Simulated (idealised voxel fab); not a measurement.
Documented hereafter: the process module known as voxel wiring stack.
Section cut is 230 nm wide and gridded with 5 nm square cells.
A cross-section in this document is a grid of square cells, and it is written down as bands, the top band listed before the ones below it; a band is made up of one or more rows of cells. Basically the band line says how high the top is and how high the bottom is, in nm, and then what's in it from left to right, every material with its width in nm. Empty space shows up as "air", and if a single material carries "all across" it runs the full band edge to edge. The level at which height equals 0 is the one under which the wafer, as it arrives, is entirely one material. No lower edge exists for the bottom band, which continues downward and is notated as in "0 down". The notation "30 to 40" denotes a width that varies across the rows of cells in the band, beginning at the first number in the top row, finishing at the second number in the bottom row, and changing by an identical amount from each row to the next. When a step is marked "same as before", none of the cells in the cross-section changed during that step. Entry "Enclosed empty spaces". Content: empty spaces with no open connection to the top, size 8 cells or greater. Each: width x height at distance. Distance: from left edge. Unit: nm. Heads up: the bit after the settings on a step's line is the simulator's remark on that step. overlay nm: on a step with a mask, how far right of its planned place the mask lay; negative means left.

LIST OF PLANNED PROCESS STEPS
- 1: RECEIVE (material Si)
- 2: CONFORMAL_DEP (material SiO2; thk nm 10)
- 3: DIRECTIONAL_DEP (material TiN; thk nm 5)
- 4: DIRECTIONAL_DEP (material Ru; thk nm 25)
- 5: MASKED_ETCH (tone cover; mask id METAL_1; width nm 15; pitch nm 40; etch materials Ru; depth nm 25; overlay nm 0)
- 6: MASKED_ETCH (tone cover; mask id METAL_1; width nm 25; pitch nm 40; etch materials TiN; depth nm 5; overlay nm 0)
- 7: CONFORMAL_DEP (material SiN; thk nm 5)
- 8: FILL_DEP (material lowk; thk nm 10)
- 9: CMP (height nm 40)
- 10: CONFORMAL_DEP (material SiCN; thk nm 5)
- 11: DIRECTIONAL_DEP (material SiO2; thk nm 15)
- 12: DIRECTIONAL_DEP (material aC; thk nm 15)
- 13: PATTERN (tone open; mask id PLUG_1; material resist; width nm 15; pitch nm 80; thk nm 35; overlay nm 0)
- 14: DIRECTIONAL_ETCH (etch materials aC; depth nm 15)
- 15: STRIP (etch materials resist)
- 16: DIRECTIONAL_ETCH (etch materials SiO2; depth nm 15)
- 17: DIRECTIONAL_ETCH (etch materials SiCN; depth nm 5)
- 18: STRIP (etch materials aC)
- 19: CONFORMAL_DEP (material TiN; thk nm 5)
- 20: FILL_DEP (material Ru; thk nm 5)
- 21: CMP (height nm 60)
- 22: DIRECTIONAL_DEP (material TiN; thk nm 5)
- 23: DIRECTIONAL_DEP (material Ru; thk nm 20)
- 24: MASKED_ETCH (tone cover; mask id METAL_2; width nm 25; pitch nm 40; etch materials Ru; depth nm 20; overlay nm 0)
- 25: MASKED_ETCH (tone cover; mask id METAL_2; width nm 25; pitch nm 40; etch materials TiN; depth nm 5; overlay nm 0)
- 26: CONFORMAL_DEP (material SiN; thk nm 5)
- 27: FILL_DEP (material lowk; thk nm 10)
- 28: CMP (height nm 85)
- 29: CONFORMAL_DEP (material SiCN; thk nm 5)
It is noted that the wafers described herein are identical at the outset and are distinguished by the width nm of step 5; the value stated in the plan corresponds to the first wafer.

AS-RECEIVED CROSS-SECTION, FIRST OF SEVERAL WAFERS, POST STEP 1
0 down | Si all across
Enclosed empty spaces: none

BELOW: A ROW PER WAFER. CONTENTS AT END OF MODULE: FOR EVERY MATERIAL, CELLS GAINED SINCE RECEIPT (+) OR LOST SINCE RECEIPT (-); THEN CLOSED VOIDS
width nm 15, +146 Ru, +86 SiCN, +132 SiN, +212 SiO2, +58 TiN, +194 lowk, Enclosed empty spaces: none
width nm 20, +166 Ru, +86 SiCN, +128 SiN, +212 SiO2, +58 TiN, +178 lowk, Enclosed empty spaces: none
width nm 25, +186 Ru, +86 SiCN, +124 SiN, +212 SiO2, +58 TiN, +162 lowk, Enclosed empty spaces: none
